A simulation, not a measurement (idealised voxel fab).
Presented below is a process module, voxel spacer lines.
We display cut, a cross-section 210 nm in width whose square cells are each 5 nm.
How to read a cross-section here: the picture is a grid of square cells, written as bands going from the top down, and any band can span one or more rows of cells. Band: top and bottom heights (nm) first, top before bottom; then materials from left to right, widths in nm. "everywhere" marks a sole material filling the band edge to edge. "air" denotes empty space. Height datum 0, below which the as-received substrate wafer is one material. Lowest band open at the bottom, running downward: "0 down". You'd read "30->40" like this: the band's top row of cells is as wide as the first number, its bottom row is as wide as the second, and going down, every row changes width by the same amount as the row before did. What does "no change" mean for a step? It means no cell of the cross-section changed in that step. "Closed void catalog" specifies each empty space that is not open to the top and that occupies no fewer than 8 cells, using the form width x height at distance, the distance measured from the left edge and all three quantities in nm. Where a step's line continues beyond its settings, the continuation is a remark by the simulator itself on that step. For masked steps, "overlay nm" on the step line gives how far right of plan the mask actually lay; a minus sign means it lay to the left.
INTENDED PROCESS STEPS
1,RECEIVE (material Si)
2,CONFORMAL_DEP (material Al2O3; thk nm 10)
3,DIRECTIONAL_DEP (material W; thk nm 10)
4,DIRECTIONAL_DEP (material aC; thk nm 20)
5,PATTERN (tone cover; mask id MANDREL; material resist; width nm 15; pitch nm 50; thk nm 25; overlay nm 0)
6,DIRECTIONAL_ETCH (etch materials aC; depth nm 20)
7,STRIP (etch materials resist)
8,CONFORMAL_DEP (material SiO2; thk nm 10)
9,DIRECTIONAL_ETCH (etch materials SiO2; depth nm 10)
10,STRIP (etch materials aC)
11,DIRECTIONAL_ETCH (etch materials W; depth nm 10)
12,STRIP (etch materials SiO2)
AS-RECEIVED WAFER CROSS-SECTION (AFTER STEP 1)
0 down | Si everywhere
Closed void catalog: none
MODULE COMPLETE, CROSS-SECTION. STARTING POINT AND PLAN PER ABOVE. ONE MISTAKE MADE IN RUNNING THE MODULE
15 to 10 | 60 of air; 10 of W; 15 of air; 10 of W; 15 of air; 10 of W; 15 of air; 10 of W; 65 of air
10 to 0 | Al2O3 everywhere
0 down | Si everywhere
Closed void catalog: none
Want to know what went wrong? it should be noted that step 3 was executed with settings other than those planned, the operation and settings actually applied being DIRECTIONAL_DEP (material W; thk nm 5)
